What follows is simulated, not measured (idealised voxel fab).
Title: Process Module voxel quadruple lines
FYI the section here is cut, 195 nm wide, cells are 5 nm squares.
Cross-section layout: square cells on a grid; listed as bands, top to bottom; a band spans one or more cell rows. This entry defines a band. It first specifies the height of the band's top and the height of its bottom in nm, and then specifies the band's materials from left to right, stating each material with its width in nm. The word "everywhere" identifies a single material that fills the band from edge to edge, while the word "empty" identifies empty space. Below 0: as-received wafer, all one material; heights counted from there. Lowest band: no bottom, goes on down, written "0..down". The two numbers in a width such as "30->40" mark its ends across the band: the first belongs to the top row of cells, the second to the bottom row, and from each row to the next the width moves by the same amount. "no alteration" for a step: no cell of the cross-section changed in that step. Basically, "Sealed internal voids" tells you about the enclosed voids: empty spaces with no open way to the top, 8 cells or bigger, each written width x height at distance, where distance is from the left edge, all in nm. Where a step's line continues beyond its settings, the continuation is a remark by the simulator itself on that step. For masked steps, "overlay nm" on the step line gives how far right of plan the mask actually lay; a minus sign means it lay to the left.

-- plan
1 RECEIVE,material Si
2 CONFORMAL_DEP,material Al2O3,thk nm 5
3 DIRECTIONAL_DEP,material W,thk nm 10
4 DIRECTIONAL_DEP,material polySi,thk nm 15
5 DIRECTIONAL_DEP,material aC,thk nm 25
6 PATTERN,tone cover,mask id MANDREL,material resist,width nm 25,thk nm 35,overlay nm 0
7 DIRECTIONAL_ETCH,etch materials aC,depth nm 25
8 STRIP,etch materials resist
9 CONFORMAL_DEP,material SiO2,thk nm 15
10 DIRECTIONAL_ETCH,etch materials SiO2,depth nm 15
11 STRIP,etch materials aC
12 DIRECTIONAL_ETCH,etch materials polySi,depth nm 15
13 STRIP,etch materials SiO2
14 CONFORMAL_DEP,material SiCN,thk nm 5
15 DIRECTIONAL_ETCH,etch materials SiCN,depth nm 5
16 STRIP,etch materials polySi
17 DIRECTIONAL_ETCH,etch materials W,depth nm 10
18 STRIP,etch materials SiCN
19 FILL_DEP,material SiO2,thk nm 5
20 CMP,height nm 15

-- The first of two wafers, run as planned

-- Shown in cross-section is the wafer as received, that is, as it stands after step 1
> 0..down  Si everywhere
> Sealed internal voids: none

-- The following cross-section depicts the wafer upon completion of step 2
> 5..0  Al2O3 everywhere
> Lower than 0, everything is as it was.

-- The following cross-section depicts the wafer upon completion of step 3
> 15..5  W everywhere
> Lower than 5, everything is as it was.

-- The following cross-section depicts the wafer upon completion of step 4
> 30..15  polySi everywhere
> Lower than 15, everything is as it was.

-- The following cross-section depicts the wafer upon completion of step 5
> 55..30  aC everywhere
> Lower than 30, everything is as it was.

-- The following cross-section depicts the wafer upon completion of step 6
> 90..55  85 empty | 25 resist | 85 empty
> Lower than 55, everything is as it was.

-- The following cross-section depicts the wafer upon completion of step 7
> 65..55  85 empty | 25 resist | 85 empty
> 55..30  85 empty | 25 aC | 85 empty
> Lower than 30, everything is as it was.

-- The following cross-section depicts the wafer upon completion of step 8
> 55..30  85 empty | 25 aC | 85 empty
> Lower than 30, everything is as it was.

-- The following cross-section depicts the wafer upon completion of step 9
> 70..55  70 empty | 55 SiO2 | 70 empty
> 55..45  70 empty | 15 SiO2 | 25 aC | 15 SiO2 | 70 empty
> 45..30  85 SiO2 | 25 aC | 85 SiO2
> Lower than 30, everything is as it was.

-- The following cross-section depicts the wafer upon completion of step 10
> 55..30  70 empty | 15 SiO2 | 25 aC | 15 SiO2 | 70 empty
> Lower than 30, everything is as it was.

-- The following cross-section depicts the wafer upon completion of step 11
> 55..30  70 empty | 15 SiO2 | 25 empty | 15 SiO2 | 70 empty
> Lower than 30, everything is as it was.

-- The following cross-section depicts the wafer upon completion of step 12
> 55..30  70 empty | 15 SiO2 | 25 empty | 15 SiO2 | 70 empty
> 30..15  70 empty | 15 polySi | 25 empty | 15 polySi | 70 empty
> Lower than 15, everything is as it was.

-- The following cross-section depicts the wafer upon completion of step 13
> 30..15  70 empty | 15 polySi | 25 empty | 15 polySi | 70 empty
> Lower than 15, everything is as it was.

-- The following cross-section depicts the wafer upon completion of step 14
> 35..30  65 empty | 25 SiCN | 15 empty | 25 SiCN | 65 empty
> 30..20  65 empty | 5 SiCN | 15 polySi | 5 SiCN | 15 empty | 5 SiCN | 15 polySi | 5 SiCN | 65 empty
> 20..15  70 SiCN | 15 polySi | 25 SiCN | 15 polySi | 70 SiCN
> Lower than 15, everything is as it was.

-- The following cross-section depicts the wafer upon completion of step 15
> 30..15  65 empty | 5 SiCN | 15 polySi | 5 SiCN | 15 empty | 5 SiCN | 15 polySi | 5 SiCN | 65 empty
> Lower than 15, everything is as it was.

-- The following cross-section depicts the wafer upon completion of step 16
> 30..15  65 empty | 5 SiCN | 15 empty | 5 SiCN | 15 empty | 5 SiCN | 15 empty | 5 SiCN | 65 empty
> Lower than 15, everything is as it was.

-- The following cross-section depicts the wafer upon completion of step 17
> 30..15  65 empty | 5 SiCN | 15 empty | 5 SiCN | 15 empty | 5 SiCN | 15 empty | 5 SiCN | 65 empty
> 15..5  65 empty | 5 W | 15 empty | 5 W | 15 empty | 5 W | 15 empty | 5 W | 65 empty
> Lower than 5, everything is as it was.

-- The following cross-section depicts the wafer upon completion of step 18
> 15..5  65 empty | 5 W | 15 empty | 5 W | 15 empty | 5 W | 15 empty | 5 W | 65 empty
> Lower than 5, everything is as it was.

-- The following cross-section depicts the wafer upon completion of step 19
> 20..15  SiO2 everywhere
> 15..5  65 SiO2 | 5 W | 15 SiO2 | 5 W | 15 SiO2 | 5 W | 15 SiO2 | 5 W | 65 SiO2
> Lower than 5, everything is as it was.

-- The following cross-section depicts the wafer upon completion of step 20
> 15..5  65 SiO2 | 5 W | 15 SiO2 | 5 W | 15 SiO2 | 5 W | 15 SiO2 | 5 W | 65 SiO2
> Lower than 5, everything is as it was.

-- Regarding the second of the two wafers: it shared the first wafer's starting condition and process plan, yet one error occurred during its execution. Its history coincides with that of the first wafer up to and including step 8

-- when step 9 should have ended
> 60..55  80 empty | 35 SiO2 | 80 empty
> 55..35  80 empty | 5 SiO2 | 25 aC | 5 SiO2 | 80 empty
> 35..30  85 SiO2 | 25 aC | 85 SiO2
> Lower than 30, everything is as it was.

-- when step 10 should have ended
> 55..45  85 empty | 25 aC | 85 empty
> 45..30  80 empty | 5 SiO2 | 25 aC | 5 SiO2 | 80 empty
> Lower than 30, everything is as it was.

-- when step 11 should have ended
> 45..30  80 empty | 5 SiO2 | 25 empty | 5 SiO2 | 80 empty
> Lower than 30, everything is as it was.

-- when step 12 should have ended
> 45..30  80 empty | 5 SiO2 | 25 empty | 5 SiO2 | 80 empty
> 30..15  80 empty | 5 polySi | 25 empty | 5 polySi | 80 empty
> Lower than 15, everything is as it was.

-- when step 13 should have ended
> 30..15  80 empty | 5 polySi | 25 empty | 5 polySi | 80 empty
> Lower than 15, everything is as it was.

-- when step 14 should have ended
> 35..30  75 empty | 15 SiCN | 15 empty | 15 SiCN | 75 empty
> 30..20  75 empty | 5 SiCN | 5 polySi | 5 SiCN | 15 empty | 5 SiCN | 5 polySi | 5 SiCN | 75 empty
> 20..15  80 SiCN | 5 polySi | 25 SiCN | 5 polySi | 80 SiCN
> Lower than 15, everything is as it was.

-- when step 15 should have ended
> 30..15  75 empty | 5 SiCN | 5 polySi | 5 SiCN | 15 empty | 5 SiCN | 5 polySi | 5 SiCN | 75 empty
> Lower than 15, everything is as it was.

-- when step 16 should have ended
> 30..15  75 empty | 5 SiCN | 5 empty | 5 SiCN | 15 empty | 5 SiCN | 5 empty | 5 SiCN | 75 empty
> Lower than 15, everything is as it was.

-- when step 17 should have ended
> 30..15  75 empty | 5 SiCN | 5 empty | 5 SiCN | 15 empty | 5 SiCN | 5 empty | 5 SiCN | 75 empty
> 15..5  75 empty | 5 W | 5 empty | 5 W | 15 empty | 5 W | 5 empty | 5 W | 75 empty
> Lower than 5, everything is as it was.

-- when step 18 should have ended
> 15..5  75 empty | 5 W | 5 empty | 5 W | 15 empty | 5 W | 5 empty | 5 W | 75 empty
> Lower than 5, everything is as it was.

-- when step 19 should have ended
> 20..15  SiO2 everywhere
> 15..5  75 SiO2 | 5 W | 5 SiO2 | 5 W | 15 SiO2 | 5 W | 5 SiO2 | 5 W | 75 SiO2
> Lower than 5, everything is as it was.

-- when step 20 should have ended
> 15..5  75 SiO2 | 5 W | 5 SiO2 | 5 W | 15 SiO2 | 5 W | 5 SiO2 | 5 W | 75 SiO2
> Lower than 5, everything is as it was.
What broke from the plan during processing? step 9 ran as: CONFORMAL_DEP,material SiO2,thk nm 5
at the end the second wafer has, in cells: as many of each material as the first, in other places
